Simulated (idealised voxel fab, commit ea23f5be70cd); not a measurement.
Name of the process module below: voxel ribs on slabs
Cross-section cut spans 175 nm and uses square cells 5 nm in size.
Cross-section layout: square cells on a grid; listed as bands, top to bottom; a band spans one or more cell rows.
It is stipulated that each band's entry specify, in nanometres, the height of the top of the band and then that of its bottom, followed by the materials of the band in left-to-right sequence, each together with its width in nanometres. A single material marked by the word "everywhere" is understood to fill the band from edge to edge; the word "blank" is understood to denote empty space.
Heads up on the height convention: 0 is the point under which the incoming wafer is all one material, and the lowest band has no bottom, it just keeps going down, like "top 0, no bottom".
So if you see something like "30..40" for the width, read it as the top row of the band sitting at the first number and the bottom row at the second, with every row in between moving by the same amount as the last.
"left unchanged" after a step means that no cell of the cross-section changed.
In the "Cavities, sealed" entry, you get each enclosed empty space of 8 cells or more, one with no open way to the top, written width x height at distance, distance from the left edge, in nm.
On each step's line, the part that comes after the settings is the simulator's own comment on the step.
When a step includes a mask, the "overlay nm" setting on its line states how far to the right of its planned place that mask lay, and negative values state how far to the left.
plan
1 RECEIVE, material Si
2 DIRECTIONAL_DEP, material SiO2, thk nm 20
3 DIRECTIONAL_DEP, material polySi, thk nm 15
4 PATTERN, tone cover, mask id RIB, material resist, width nm 30, thk nm 20, overlay nm 0
5 DIRECTIONAL_ETCH, etch materials polySi, depth nm 5
6 STRIP, etch materials resist
7 PATTERN, tone cover, mask id SLAB, material resist, width nm 90, thk nm 20, overlay nm 0
8 DIRECTIONAL_ETCH, etch materials polySi, depth nm 10
9 STRIP, etch materials resist
10 FILL_DEP, material SiO2, thk nm 30
11 CMP, height nm 55
12 DIRECTIONAL_DEP, material TiN, thk nm 10
13 PATTERN, tone cover, mask id HEATER, material resist, width nm 40, thk nm 20, overlay nm 0
14 DIRECTIONAL_ETCH, etch materials TiN, depth nm 10
15 STRIP, etch materials resist
16 CONFORMAL_DEP, material SiO2, thk nm 10
What follows covers the first of two wafers; it ran as planned
Here's what the wafer looked like in cross-section when it arrived - that's after step 1
* top 0, no bottom | Si everywhere
* Cavities, sealed: none
The wafer in cross-section once step 2 is complete
* top 20, bottom 0 | SiO2 everywhere
* Note: structure below 0 unchanged.
The wafer in cross-section once step 3 is complete
* top 35, bottom 20 | polySi everywhere
* Note: structure below 20 unchanged.
The wafer in cross-section once step 4 is complete
* top 55, bottom 35 | 70 blank, 30 resist, 75 blank
* Note: structure below 35 unchanged.
The wafer in cross-section once step 5 is complete
* top 55, bottom 35 | 70 blank, 30 resist, 75 blank
* top 35, bottom 30 | 70 blank, 30 polySi, 75 blank
* Note: structure below 30 unchanged.
The wafer in cross-section once step 6 is complete
* top 35, bottom 30 | 70 blank, 30 polySi, 75 blank
* Note: structure below 30 unchanged.
The wafer in cross-section once step 7 is complete
* top 55, bottom 35 | 40 blank, 90 resist, 45 blank
* top 35, bottom 30 | 40 blank, 30 resist, 30 polySi, 30 resist, 45 blank
* Note: structure below 30 unchanged.
The wafer in cross-section once step 8 is complete
* top 55, bottom 35 | 40 blank, 90 resist, 45 blank
* top 35, bottom 30 | 40 blank, 30 resist, 30 polySi, 30 resist, 45 blank
* top 30, bottom 20 | 40 blank, 90 polySi, 45 blank
* Note: structure below 20 unchanged.
The wafer in cross-section once step 9 is complete
* top 35, bottom 30 | 70 blank, 30 polySi, 75 blank
* Note: structure below 30 unchanged.
The wafer in cross-section once step 10 is complete
* top 65, bottom 35 | SiO2 everywhere
* top 35, bottom 30 | 70 SiO2, 30 polySi, 75 SiO2
* top 30, bottom 20 | 40 SiO2, 90 polySi, 45 SiO2
* Note: structure below 20 unchanged.
The wafer in cross-section once step 11 is complete
* top 55, bottom 35 | SiO2 everywhere
* Note: structure below 35 unchanged.
The wafer in cross-section once step 12 is complete
* top 65, bottom 55 | TiN everywhere
* Note: structure below 55 unchanged.
The wafer in cross-section once step 13 is complete
* top 85, bottom 65 | 65 blank, 40 resist, 70 blank
* Note: structure below 65 unchanged.
The wafer in cross-section once step 14 is complete
* top 85, bottom 65 | 65 blank, 40 resist, 70 blank
* top 65, bottom 55 | 65 blank, 40 TiN, 70 blank
* Note: structure below 55 unchanged.
The wafer in cross-section once step 15 is complete
* top 65, bottom 55 | 65 blank, 40 TiN, 70 blank
* Note: structure below 55 unchanged.
The wafer in cross-section once step 16 is complete
* top 75, bottom 65 | 55 blank, 60 SiO2, 60 blank
* top 65, bottom 55 | 65 SiO2, 40 TiN, 70 SiO2
* Note: structure below 55 unchanged.
Notes, second wafer: start = first wafer's, plan = first wafer's, execution had one mistake; history identical to first through step 6
Second wafer: cross-section at the scheduled end of step 7
* top 55, bottom 35 | 40 resist, 90 blank, 45 resist
* top 35, bottom 30 | 40 resist, 30 blank, 30 polySi, 30 blank, 45 resist
* Note: structure below 30 unchanged.
Second wafer: cross-section at the scheduled end of step 8
* top 55, bottom 30 | 40 resist, 90 blank, 45 resist
* top 30, bottom 25 | 40 polySi, 90 blank, 45 polySi
* top 25, bottom 20 | 40 polySi, 30 blank, 30 polySi, 30 blank, 45 polySi
* Note: structure below 20 unchanged.
Second wafer: cross-section at the scheduled end of step 9
* top 30, bottom 25 | 40 polySi, 90 blank, 45 polySi
* Note: structure below 25 unchanged.
Second wafer: cross-section at the scheduled end of step 10
* top 60, bottom 30 | SiO2 everywhere
* top 30, bottom 25 | 40 polySi, 90 SiO2, 45 polySi
* top 25, bottom 20 | 40 polySi, 30 SiO2, 30 polySi, 30 SiO2, 45 polySi
* Note: structure below 20 unchanged.
Second wafer: cross-section at the scheduled end of step 11
* top 55, bottom 30 | SiO2 everywhere
* Note: structure below 30 unchanged.
Second wafer: cross-section at the scheduled end of step 12
* top 65, bottom 55 | TiN everywhere
* Note: structure below 55 unchanged.
Second wafer: cross-section at the scheduled end of step 13
* top 85, bottom 65 | 65 blank, 40 resist, 70 blank
* Note: structure below 65 unchanged.
Second wafer: cross-section at the scheduled end of step 14
* top 85, bottom 65 | 65 blank, 40 resist, 70 blank
* top 65, bottom 55 | 65 blank, 40 TiN, 70 blank
* Note: structure below 55 unchanged.
Second wafer: cross-section at the scheduled end of step 15
* top 65, bottom 55 | 65 blank, 40 TiN, 70 blank
* Note: structure below 55 unchanged.
Second wafer: cross-section at the scheduled end of step 16
* top 75, bottom 65 | 55 blank, 60 SiO2, 60 blank
* top 65, bottom 55 | 65 SiO2, 40 TiN, 70 SiO2
* Note: structure below 55 unchanged.
Run error: step 7 ran as: PATTERN, tone open, mask id SLAB, material resist, width nm 90, thk nm 20, overlay nm 0
Final wafer comparison in cells, second versus first, more or fewer per material: SiO2 +2, polySi -2
